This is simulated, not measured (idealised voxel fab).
process module | voxel tone inversion
Section cut is 155 nm wide and gridded with 5 nm square cells.
Notation: cross-section as square-cell grid; stated in bands, top first, going down; one or more cell rows per band. Heads up on the band format: heights come first, top then bottom, in nm. After that it's the materials left to right, each with its width in nm. A single material flagged "edge to edge" fills the whole band edge to edge, and "blank" means there's empty space there. Convention: height 0 is the level below which the wafer, as received, is all one material. The lowest band does not terminate at the bottom but continues downward, represented as "0 down". It should be noted that a width expressed as "30->40" varies in equal increments from row to row of cells within the band, taking the value of the first number at the top row and that of the second number at the bottom row. "same as before", as given for a step, is the statement that not any cell of the cross-section underwent a change during that step. "Completely enclosed voids" contains a list of empty spaces, each no smaller than 8 cells and without an open way to the top, written in the form width x height at distance with the distance from the left edge and all three in nm. That trailing text on a step's line, after the settings, is the simulator's own remark on the step. overlay nm: mask right of planned place by this much (step with mask). Neg. = left.

# Process steps foreseen in the plan
| 1 | RECEIVE: material Si |
| 2 | CONFORMAL_DEP: material SiN, thk nm 5 |
| 3 | DIRECTIONAL_DEP: material polySi, thk nm 25 |
| 4 | PATTERN: tone cover, mask id POSTS, material resist, width nm 15, pitch nm 45, thk nm 30, overlay nm 0 |
| 5 | DIRECTIONAL_ETCH: etch materials polySi, depth nm 25 |
| 6 | STRIP: etch materials resist |
| 7 | FILL_DEP: material SiO2, thk nm 10 |
| 8 | CMP: height nm 30 |
| 9 | STRIP: etch materials polySi |
| 10 | CONFORMAL_DEP: material TiN, thk nm 5 |
| 11 | FILL_DEP: material W, thk nm 10 |
| 12 | CMP: height nm 30 |
| 13 | CONFORMAL_DEP: material SiN, thk nm 5 |

# Cross-section of the wafer as it came to us, i.e., already through step 1
* 0 down = Si edge to edge
* Completely enclosed voids: none

# Same starting wafer, same plan as above, one mistake in the execution; this is the cross-section at the end of the module
* 35 to 30 = SiN edge to edge
* 30 to 25 = SiO2 edge to edge
* 25 to 0 = SiO2=45 | polySi=15 | SiO2=30 | polySi=15 | SiO2=50
* 0 down = Si edge to edge
* Completely enclosed voids: none
What broke from the plan during processing? plan step 2: skipped, not run
